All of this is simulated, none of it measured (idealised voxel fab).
process module | voxel capacitor over wiring
cross-section cut | 280 nm wide | cells 5 nm
A cross-section is a grid of square cells, given in bands from the top down. A band is one or more rows of cells.
Each band's line starts with the height of the band's top and of its bottom, in nm. Then come its materials from left to right, each with its width in nm. One material with "throughout" fills the band from edge to edge. "air" is empty space.
Height 0 is the level under which the wafer as received is all one material. The lowest band goes on downwards, as in "0 down".
A width such as "30 to 40" changes by the same amount from each row of cells to the next, from the band's top row to its bottom row.
"no change" after a step means that no cell of the cross-section changed.
closed voids: empty space of 8 cells or more with no open way to the top, each as width x height at its distance from the left edge, in nm
after a step's settings: what the simulator itself notes on the step
overlay nm, on a step with a mask: how far to the right of its planned place the mask lay; to the left if negative
plan
1 op RECEIVE | material Si
2 op CONFORMAL_DEP | material SiO2 | thk nm 15
3 op DIRECTIONAL_DEP | material TiN | thk nm 5
4 op DIRECTIONAL_DEP | material W | thk nm 15
5 op DIRECTIONAL_DEP | material aC | thk nm 10
6 op PATTERN | tone cover | mask id METAL_1 | material resist | width nm 15 | pitch nm 70 | thk nm 30 | overlay nm 0
7 op DIRECTIONAL_ETCH | etch materials aC | depth nm 10
8 op STRIP | etch materials resist
9 op DIRECTIONAL_ETCH | etch materials W | depth nm 15
10 op DIRECTIONAL_ETCH | etch materials TiN | depth nm 5
11 op STRIP | etch materials aC
12 op FILL_DEP | material SiO2 | thk nm 5
13 op CMP | height nm 35
14 op CONFORMAL_DEP | material SiCN | thk nm 5
15 op DIRECTIONAL_DEP | material SiO2 | thk nm 15
16 op MASKED_ETCH | tone open | mask id PLUG_1 | width nm 15 | etch materials SiO2 | depth nm 15 | overlay nm 0
17 op MASKED_ETCH | tone open | mask id PLUG_1 | width nm 15 | etch materials SiCN | depth nm 5 | overlay nm 0
18 op EPI | material Ru | thk nm 10
19 op EPI | material Ru | thk nm 10
20 op DIRECTIONAL_DEP | material TiN | thk nm 10
21 op DIRECTIONAL_DEP | material SiN | thk nm 5
22 op DIRECTIONAL_DEP | material TiN | thk nm 5
23 op PATTERN | tone cover | mask id UPPER_PLATE | material resist | width nm 55 | thk nm 20 | overlay nm 0
24 op DIRECTIONAL_ETCH | etch materials TiN | depth nm 5
25 op DIRECTIONAL_ETCH | etch materials SiN | depth nm 5
26 op STRIP | etch materials resist
27 op DIRECTIONAL_DEP | material aC | thk nm 10
28 op PATTERN | tone cover | mask id LOWER_PLATE | material resist | width nm 65 | thk nm 25 | overlay nm 0
29 op DIRECTIONAL_ETCH | etch materials aC | depth nm 10
30 op STRIP | etch materials resist
31 op DIRECTIONAL_ETCH | etch materials TiN | depth nm 10
32 op STRIP | etch materials aC
33 op FILL_DEP | material SiO2 | thk nm 20
34 op CMP | height nm 90
35 op PATTERN | tone open | mask id PLUG_2 | material resist | width nm 15 | thk nm 15 | overlay nm 0
36 op DIRECTIONAL_ETCH | etch materials SiO2 | depth nm 15
37 op STRIP | etch materials resist
38 op CONFORMAL_DEP | material TiN | thk nm 5
39 op FILL_DEP | material W | thk nm 10
40 op CMP | height nm 90
41 op CONFORMAL_DEP | material SiN | thk nm 5
varied across the wafers: width nm of step 6. The plan shows the first wafer's value. All wafers start alike
first wafer as received, after step 1
  0 down: Si throughout
  closed voids: none
each wafer at the end: cells of each material gained (+) or lost (-) since it was received, then its closed voids
width nm 15 | +12 Ru | +53 SiCN | +67 SiN | +862 SiO2 | +50 TiN | +20 W | closed voids: none
width nm 20 | +12 Ru | +53 SiCN | +67 SiN | +854 SiO2 | +52 TiN | +26 W | closed voids: none
width nm 25 | +12 Ru | +53 SiCN | +67 SiN | +846 SiO2 | +54 TiN | +32 W | closed voids: none
width nm 30 | +12 Ru | +53 SiCN | +67 SiN | +838 SiO2 | +56 TiN | +38 W | closed voids: none
width nm 35 | +12 Ru | +53 SiCN | +67 SiN | +830 SiO2 | +58 TiN | +44 W | closed voids: none
